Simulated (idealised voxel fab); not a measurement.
You're looking at the process module voxel double patterning.
Displayed cross-section: cut, width of 150 nm, square cells sized 5 nm.
Cross-section, as written here: a square-cell grid given band by band from the top down, where a band holds one or more rows of cells.
A band entry consists of two parts. The first gives the height of the band's top and the height of its bottom, in nm. The rest lists the band's materials from left to right, each with its width in nm. A single material labelled with the word "full width" fills the band from edge to edge, and the word "blank" marks empty space.
The level at which height equals 0 is the one under which the wafer, as it arrives, is entirely one material. No lower edge exists for the bottom band, which continues downward and is notated as in "0 nm and below".
A width given as "30->40" starts at the first number in the band's top row and ends at the second number in its bottom row, shifting by an equal amount at every step from row to row.
Given "no modification" for a step, no cell of the cross-section differs between before and after that step.
If an empty space has no open way to the top and is at least 8 cells in size, "Closed internal cavities" lists it, written width x height at distance, where distance is measured from the left edge and every value is in nm.
Text after the settings on a step's line: the simulator's own remark on that step.
overlay nm: where the mask lay relative to plan, measured to the right, on steps with a mask; negatives go left.

Process steps - plan
1. RECEIVE (material Si)
2. CONFORMAL_DEP (material SiN; thk nm 5)
3. DIRECTIONAL_DEP (material SiO2; thk nm 15)
4. DIRECTIONAL_DEP (material SiCN; thk nm 10)
5. PATTERN (tone open; mask id FIRST; material resist; width nm 15; pitch nm 50; thk nm 20; overlay nm 0)
6. DIRECTIONAL_ETCH (etch materials SiCN; depth nm 10)
7. STRIP (etch materials resist)
8. MASKED_ETCH (tone open; mask id SECOND; width nm 15; etch materials SiCN; depth nm 10; overlay nm -15)
9. DIRECTIONAL_ETCH (etch materials SiO2; depth nm 15)
10. STRIP (etch materials SiCN)
Every wafer here starts from the same state; it is the step 8 overlay nm that distinguishes them, and the value the plan gives belongs to the first wafer.

Cross-sectional view of the first of several wafers in the as-received condition, corresponding to the state following step 1
    0 nm and below | Si full width
    Closed internal cavities: none

Table: wafers, a row each; end-of-module cell change per material since receipt, gain (+), loss (-); then closed voids
overlay nm -15; +30 SiN; +66 SiO2; Closed internal cavities: none
overlay nm -10; +30 SiN; +63 SiO2; Closed internal cavities: none
overlay nm -5; +30 SiN; +63 SiO2; Closed internal cavities: none
overlay nm 0; +30 SiN; +63 SiO2; Closed internal cavities: none
overlay nm 5; +30 SiN; +63 SiO2; Closed internal cavities: none
overlay nm 10; +30 SiN; +63 SiO2; Closed internal cavities: none
overlay nm 15; +30 SiN; +66 SiO2; Closed internal cavities: none
